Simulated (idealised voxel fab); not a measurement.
process module | voxel self aligned vias
cross-section cut | 175 nm wide | cells 5 nm
A cross-section is a grid of square cells, given in bands from the top down. A band is one or more rows of cells.
Each band's line starts with the height of the band's top and of its bottom, in nm. Then come its materials from left to right, each with its width in nm. One material with "throughout" fills the band from edge to edge. "air" is empty space.
Height 0 is the level under which the wafer as received is all one material. The lowest band goes on downwards, as in "0 down".
A width such as "30 to 40" changes by the same amount from each row of cells to the next, from the band's top row to its bottom row.
"no change" after a step means that no cell of the cross-section changed.
closed voids: empty space of 8 cells or more with no open way to the top, each as width x height at its distance from the left edge, in nm
after a step's settings: what the simulator itself notes on the step
overlay nm, on a step with a mask: how far to the right of its planned place the mask lay; to the left if negative
plan
1 op RECEIVE | material Si
2 op CONFORMAL_DEP | material SiO2 | thk nm 10
3 op CONFORMAL_DEP | material SiCN | thk nm 5
4 op DIRECTIONAL_DEP | material SiO2 | thk nm 25
5 op MASKED_ETCH | tone open | mask id LINES | width nm 25 | pitch nm 55 | etch materials SiO2 | depth nm 25 | overlay nm 0
6 op CONFORMAL_DEP | material TiN | thk nm 5
7 op FILL_DEP | material W | thk nm 5
8 op CMP | height nm 40
9 op SELECTIVE_ETCH | etch materials W Ru TiN | depth nm 5
10 op FILL_DEP | material SiN | thk nm 5
11 op CMP | height nm 40
12 op DIRECTIONAL_DEP | material SiO2 | thk nm 15
13 op DIRECTIONAL_DEP | material aC | thk nm 10
14 op PATTERN | tone open | mask id VIAS | material resist | width nm 35 | pitch nm 55 | thk nm 25 | overlay nm 0
15 op DIRECTIONAL_ETCH | etch materials aC | depth nm 10
16 op STRIP | etch materials resist
17 op DIRECTIONAL_ETCH | etch materials SiO2 | depth nm 15
18 op DIRECTIONAL_ETCH | etch materials SiN | depth nm 5
19 op STRIP | etch materials aC
20 op CONFORMAL_DEP | material TiN | thk nm 5
21 op FILL_DEP | material Ru | thk nm 5
22 op CMP | height nm 55
23 op CONFORMAL_DEP | material SiN | thk nm 5
first wafer, as planned
as received, after step 1
  0 down: Si throughout
  closed voids: none
after step 2
  10 to 0: SiO2 throughout
  below 0: unchanged
after step 3
  15 to 10: SiCN throughout
  below 10: unchanged
after step 4
  40 to 15: SiO2 throughout
  below 15: unchanged
after step 5
  40 to 15: SiO2 45 | air 25 | SiO2 30 | air 25 | SiO2 50
  below 15: unchanged
after step 6
  45 to 40: TiN 50 | air 15 | TiN 40 | air 15 | TiN 55
  40 to 20: SiO2 45 | TiN 5 | air 15 | TiN 5 | SiO2 30 | TiN 5 | air 15 | TiN 5 | SiO2 50
  20 to 15: SiO2 45 | TiN 25 | SiO2 30 | TiN 25 | SiO2 50
  below 15: unchanged
after step 7
  50 to 45: W throughout
  45 to 40: TiN 50 | W 15 | TiN 40 | W 15 | TiN 55
  40 to 20: SiO2 45 | TiN 5 | W 15 | TiN 5 | SiO2 30 | TiN 5 | W 15 | TiN 5 | SiO2 50
  below 20: unchanged
after step 8
  40 to 20: SiO2 45 | TiN 5 | W 15 | TiN 5 | SiO2 30 | TiN 5 | W 15 | TiN 5 | SiO2 50
  below 20: unchanged
after step 9
  40 to 35: SiO2 45 | air 25 | SiO2 30 | air 25 | SiO2 50
  below 35: unchanged
after step 10
  45 to 40: SiN throughout
  40 to 35: SiO2 45 | SiN 25 | SiO2 30 | SiN 25 | SiO2 50
  below 35: unchanged
after step 11
  40 to 35: SiO2 45 | SiN 25 | SiO2 30 | SiN 25 | SiO2 50
  below 35: unchanged
after step 12
  55 to 40: SiO2 throughout
  below 40: unchanged
after step 13
  65 to 55: aC throughout
  below 55: unchanged
after step 14
  90 to 65: resist 40 | air 35 | resist 20 | air 35 | resist 45
  below 65: unchanged
after step 15
  80 to 65: resist 40 | air 35 | resist 20 | air 35 | resist 45
  65 to 55: aC 40 | air 35 | aC 20 | air 35 | aC 45
  below 55: unchanged
after step 16
  65 to 55: aC 40 | air 35 | aC 20 | air 35 | aC 45
  below 55: unchanged
after step 17
  65 to 55: aC 40 | air 35 | aC 20 | air 35 | aC 45
  55 to 40: SiO2 40 | air 35 | SiO2 20 | air 35 | SiO2 45
  below 40: unchanged
after step 18
  65 to 55: aC 40 | air 35 | aC 20 | air 35 | aC 45
  55 to 40: SiO2 40 | air 35 | SiO2 20 | air 35 | SiO2 45
  40 to 35: SiO2 45 | air 25 | SiO2 30 | air 25 | SiO2 50
  below 35: unchanged
after step 19
  55 to 40: SiO2 40 | air 35 | SiO2 20 | air 35 | SiO2 45
  below 40: unchanged
after step 20
  60 to 55: TiN 45 | air 25 | TiN 30 | air 25 | TiN 50
  55 to 45: SiO2 40 | TiN 5 | air 25 | TiN 5 | SiO2 20 | TiN 5 | air 25 | TiN 5 | SiO2 45
  45 to 40: SiO2 40 | TiN 10 | air 15 | TiN 10 | SiO2 20 | TiN 10 | air 15 | TiN 10 | SiO2 45
  40 to 35: SiO2 45 | TiN 25 | SiO2 30 | TiN 25 | SiO2 50
  below 35: unchanged
after step 21
  65 to 60: Ru throughout
  60 to 55: TiN 45 | Ru 25 | TiN 30 | Ru 25 | TiN 50
  55 to 45: SiO2 40 | TiN 5 | Ru 25 | TiN 5 | SiO2 20 | TiN 5 | Ru 25 | TiN 5 | SiO2 45
  45 to 40: SiO2 40 | TiN 10 | Ru 15 | TiN 10 | SiO2 20 | TiN 10 | Ru 15 | TiN 10 | SiO2 45
  below 40: unchanged
after step 22
  55 to 45: SiO2 40 | TiN 5 | Ru 25 | TiN 5 | SiO2 20 | TiN 5 | Ru 25 | TiN 5 | SiO2 45
  below 45: unchanged
after step 23
  60 to 55: SiN throughout
  below 55: unchanged
second wafer: like start, like plan, one mistake. Through step 21 it matches the first wafer
when step 22 should have ended
  50 to 40: SiO2 40 | TiN 5 to 10 | Ru 25 to 15 | TiN 5 to 10 | SiO2 20 | TiN 5 to 10 | Ru 25 to 15 | TiN 5 to 10 | SiO2 45
  below 40: unchanged
when step 23 should have ended
  55 to 50: SiN throughout
  below 50: unchanged
what went wrong: step 22 ran as: op CMP | height nm 50
at the end the second wafer has, in cells: 10 fewer of Ru | 21 fewer of SiO2 | 4 fewer of TiN
